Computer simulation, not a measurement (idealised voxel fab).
You're looking at the process module voxel double patterning.
Xsec cut, 280 nm wide, square cell size 5 nm.
Square cells in a grid make up a cross-section in this document, and the grid is given as bands, listed from the top down, each one or more rows of cells.
Per band: top height and bottom height in nm, followed by the left-to-right materials and their widths in nm; "full width" marks a single material spanning edge to edge, "empty" marks empty space.
Height reference: 0 = level under which incoming wafer is all one material. Lowest band: no bottom, runs on downward, e.g. "0 -> down".
Read "30->40" as a graded width: first number on top, second number at the bottom, same change between each pair of neighbouring rows.
The designation "stayed the same", where it is given for a processing step, indicates that no cell of the cross-section was altered in the course of that step.
The label "Voids, fully enclosed" introduces a list of the empty spaces, 8 cells or larger, that have no open way up to the top; each entry in it reads width x height at distance, where the distance is taken from the left edge and all three are stated in nm.
Post-settings text on a step line: simulator's own remark regarding the step.
"overlay nm" on a masked step: distance the mask lay right of its planned place, negative for left.

SO HERE'S THE LINEUP OF PROCESS STEPS WE PLANNED
- 1: RECEIVE [material Si]
- 2: CONFORMAL_DEP [material SiO2] [thk nm 5]
- 3: DIRECTIONAL_DEP [material W] [thk nm 10]
- 4: DIRECTIONAL_DEP [material SiN] [thk nm 10]
- 5: MASKED_ETCH [tone open] [mask id FIRST] [width nm 15] [pitch nm 50] [etch materials SiN] [depth nm 10] [overlay nm 0]
- 6: PATTERN [tone open] [mask id SECOND] [material resist] [width nm 15] [pitch nm 50] [thk nm 15] [overlay nm 0]
- 7: DIRECTIONAL_ETCH [etch materials SiN] [depth nm 10]
- 8: STRIP [etch materials resist]
- 9: DIRECTIONAL_ETCH [etch materials W] [depth nm 10]
- 10: STRIP [etch materials SiN]

THE FIRST OF TWO WAFERS, RUN AS PLANNED

STEP 1 COMPLETE: CROSS-SECTION OF THE WAFER AS RECEIVED
	0 -> down | Si full width
	Voids, fully enclosed: none

SECTIONAL VIEW: WAFER, AFTER STEP 2
	5 -> 0 | SiO2 full width
	No changes below 0.

SECTIONAL VIEW: WAFER, AFTER STEP 3
	15 -> 5 | W full width
	No changes below 5.

SECTIONAL VIEW: WAFER, AFTER STEP 4
	25 -> 15 | SiN full width
	No changes below 15.

SECTIONAL VIEW: WAFER, AFTER STEP 5
	25 -> 15 | SiN 80, empty 15, SiN 35, empty 15, SiN 35, empty 15, SiN 85
	No changes below 15.

SECTIONAL VIEW: WAFER, AFTER STEP 6
	40 -> 25 | resist 105, empty 15, resist 35, empty 15, resist 110
	25 -> 15 | SiN 80, resist 15, SiN 35, resist 15, SiN 35, resist 15, SiN 85
	No changes below 15.

SECTIONAL VIEW: WAFER, AFTER STEP 7
	40 -> 25 | resist 105, empty 15, resist 35, empty 15, resist 110
	25 -> 15 | SiN 80, resist 15, SiN 10, empty 15, SiN 10, resist 15, SiN 10, empty 15, SiN 10, resist 15, SiN 85
	No changes below 15.

SECTIONAL VIEW: WAFER, AFTER STEP 8
	25 -> 15 | SiN 80, empty 15, SiN 10, empty 15, SiN 10, empty 15, SiN 10, empty 15, SiN 10, empty 15, SiN 85
	No changes below 15.

SECTIONAL VIEW: WAFER, AFTER STEP 9
	25 -> 15 | SiN 80, empty 15, SiN 10, empty 15, SiN 10, empty 15, SiN 10, empty 15, SiN 10, empty 15, SiN 85
	15 -> 5 | W 80, empty 15, W 10, empty 15, W 10, empty 15, W 10, empty 15, W 10, empty 15, W 85
	No changes below 5.

SECTIONAL VIEW: WAFER, AFTER STEP 10
	15 -> 5 | W 80, empty 15, W 10, empty 15, W 10, empty 15, W 10, empty 15, W 10, empty 15, W 85
	No changes below 5.

FOR THE SECOND WAFER, TAKE THE FIRST WAFER'S START AND PLAN, THEN ADD ONE MISTAKE MADE IN RUNNING IT; EVERYTHING THROUGH STEP 9, THAT STEP INCLUDED, IS SHARED WITH THE FIRST

Look at the second wafer in cross-section at the time step 10 ought to have finished: stayed the same
Misprocessing identified: the plan's step 10 went unexecuted, having been skipped
The final cell counts differ between the wafers, with the second having more or fewer of some materials than the first: SiN: 82 more
